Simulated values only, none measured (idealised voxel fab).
This is a process module. Its name is voxel wiring stack.
It is cross-section cut that appears here, measuring 220 nm in width, its square cells being 5 nm in size.
A cross-section is written here as square cells arranged in a grid, and it is given in bands from the top down, each band taking up one or more rows of cells.
A band entry consists of two parts. The first gives the height of the band's top and the height of its bottom, in nm. The rest lists the band's materials from left to right, each with its width in nm. A single material labelled with the word "full width" fills the band from edge to edge, and the word "blank" marks empty space.
The reference from which all heights are counted is 0, the level beneath which the as-received wafer is entirely one material; the lowest band, having no lower bound, proceeds downward and is written after the example "from 0 down".
It should be noted that a width expressed as "30->40" varies in equal increments from row to row of cells within the band, taking the value of the first number at the top row and that of the second number at the bottom row.
For the purposes of this document, the phrase "no modification" attached to a step denotes that no cell within the cross-section was modified by that step.
Entry "Entrapped voids" = empty spaces >= 8 cells with no open way to the top; each as width x height at distance, distance from left edge, all nm.
after a step's settings: what the simulator itself notes on the step
On any step carrying a mask, the "overlay nm" setting, if present on the step's line, tells how far right of its planned place the mask lay; negative values point to the left.
-- plan
1) RECEIVE [material Si]
2) CONFORMAL_DEP [material SiO2] [thk nm 15]
3) CONFORMAL_DEP [material SiN] [thk nm 5]
4) DIRECTIONAL_DEP [material SiO2] [thk nm 25]
5) MASKED_ETCH [tone open] [mask id METAL_1] [width nm 25] [pitch nm 45] [etch materials SiO2] [depth nm 25] [overlay nm 0]
6) MASKED_ETCH [tone open] [mask id METAL_1] [width nm 25] [pitch nm 45] [etch materials SiN] [depth nm 5] [overlay nm 0]
7) CONFORMAL_DEP [material TiN] [thk nm 5]
8) FILL_DEP [material Cu] [thk nm 10]
9) CMP [height nm 45]
10) CONFORMAL_DEP [material SiCN] [thk nm 5]
11) DIRECTIONAL_DEP [material SiO2] [thk nm 15]
12) MASKED_ETCH [tone open] [mask id PLUG_1] [width nm 15] [pitch nm 45] [etch materials SiO2] [depth nm 15] [overlay nm 0]
13) MASKED_ETCH [tone open] [mask id PLUG_1] [width nm 15] [pitch nm 45] [etch materials SiCN] [depth nm 5] [overlay nm 0]
14) EPI [material Ru] [thk nm 10]
15) EPI [material Ru] [thk nm 10]
16) CONFORMAL_DEP [material SiN] [thk nm 5]
17) DIRECTIONAL_DEP [material lowk] [thk nm 20]
18) PATTERN [tone open] [mask id METAL_2] [material resist] [width nm 25] [pitch nm 45] [thk nm 20] [overlay nm 0]
19) DIRECTIONAL_ETCH [etch materials lowk] [depth nm 20]
20) DIRECTIONAL_ETCH [etch materials SiN] [depth nm 5]
21) STRIP [etch materials resist]
22) CONFORMAL_DEP [material TiN] [thk nm 5]
23) FILL_DEP [material Cu] [thk nm 10]
24) CMP [height nm 90]
25) CONFORMAL_DEP [material SiCN] [thk nm 5]
26) DIRECTIONAL_DEP [material SiO2] [thk nm 30]
27) MASKED_ETCH [tone open] [mask id METAL_3_HOLES] [width nm 15] [pitch nm 45] [etch materials SiO2] [depth nm 30] [overlay nm 0]
28) MASKED_ETCH [tone open] [mask id METAL_3] [width nm 25] [pitch nm 45] [etch materials SiO2] [depth nm 20] [overlay nm 0]
29) MASKED_ETCH [tone open] [mask id METAL_3] [width nm 25] [pitch nm 45] [etch materials SiCN] [depth nm 5] [overlay nm 0]
30) CONFORMAL_DEP [material TiN] [thk nm 5]
31) FILL_DEP [material Cu] [thk nm 10]
32) CMP [height nm 125]
33) CONFORMAL_DEP [material SiCN] [thk nm 5]
34) DIRECTIONAL_DEP [material lowk] [thk nm 25]
35) MASKED_ETCH [tone open] [mask id METAL_4_HOLES] [width nm 15] [pitch nm 90] [etch materials lowk] [depth nm 25] [overlay nm 0]
36) PATTERN [tone open] [mask id METAL_4] [material resist] [width nm 25] [pitch nm 45] [thk nm 20] [overlay nm 0]
37) DIRECTIONAL_ETCH [etch materials lowk] [depth nm 15]
38) DIRECTIONAL_ETCH [etch materials SiCN] [depth nm 5]
39) STRIP [etch materials resist]
40) CONFORMAL_DEP [material TiN] [thk nm 5]
41) FILL_DEP [material Cu] [thk nm 10]
42) CMP [height nm 155]
43) CONFORMAL_DEP [material SiCN] [thk nm 5]
-- Cross-section of the incoming wafer, state after step 1
	from 0 down  Si full width
	Entrapped voids: none
-- Cross-section, end of module. Start: as above. Plan: as above. Execution: one mistake
	from 160 to 155  SiCN full width
	from 155 to 145  50 lowk, 5 TiN, 15 Cu, 5 TiN, 20 lowk, 5 TiN, 15 Cu, 5 TiN, 20 lowk, 5 TiN, 15 Cu, 5 TiN, 55 lowk
	from 145 to 140  50 lowk, 5 TiN, 5 Cu, 15 TiN, 20 lowk, 25 TiN, 20 lowk, 5 TiN, 5 Cu, 15 TiN, 55 lowk
	from 140 to 130  50 lowk, 5 TiN, 5 Cu, 5 TiN, 75 lowk, 5 TiN, 5 Cu, 5 TiN, 65 lowk
	from 130 to 125  50 SiCN, 15 TiN, 75 SiCN, 15 TiN, 65 SiCN
	from 125 to 110  50 SiO2, 5 TiN, 15 Cu, 5 TiN, 20 SiO2, 5 TiN, 15 Cu, 5 TiN, 20 SiO2, 5 TiN, 15 Cu, 5 TiN, 55 SiO2
	from 110 to 105  50 SiO2, 5 TiN, 5 Cu, 15 TiN, 20 SiO2, 5 TiN, 5 Cu, 15 TiN, 20 SiO2, 5 TiN, 5 Cu, 15 TiN, 55 SiO2
	from 105 to 95  50 SiO2, 5 TiN, 5 Cu, 5 TiN, 30 SiO2, 5 TiN, 5 Cu, 5 TiN, 30 SiO2, 5 TiN, 5 Cu, 5 TiN, 65 SiO2
	from 95 to 90  50 SiCN, 15 TiN, 30 SiCN, 15 TiN, 30 SiCN, 15 TiN, 65 SiCN
	from 90 to 85  55 TiN, 15 Cu, 30 TiN, 15 Cu, 30 TiN, 15 Cu, 60 TiN
	from 85 to 70  50 lowk, 5 TiN, 15 Cu, 5 TiN, 20 lowk, 5 TiN, 15 Cu, 5 TiN, 20 lowk, 5 TiN, 15 Cu, 5 TiN, 55 lowk
	from 70 to 65  50 lowk, 25 TiN, 20 lowk, 25 TiN, 20 lowk, 25 TiN, 55 lowk
	from 65 to 50  50 SiO2, 15 Ru, 30 SiO2, 15 Ru, 30 SiO2, 15 Ru, 65 SiO2
	from 50 to 45  50 SiCN, 15 Ru, 30 SiCN, 15 Ru, 30 SiCN, 15 Ru, 65 SiCN
	from 45 to 20  50 SiO2, 5 TiN, 15 Cu, 5 TiN, 20 SiO2, 5 TiN, 15 Cu, 5 TiN, 20 SiO2, 5 TiN, 15 Cu, 5 TiN, 55 SiO2
	from 20 to 15  50 SiN, 25 TiN, 20 SiN, 25 TiN, 20 SiN, 25 TiN, 55 SiN
	from 15 to 0  SiO2 full width
	from 0 down  Si full width
	Entrapped voids: none
What broke from the plan during processing? step 16 of the plan did not run at all; it was left out
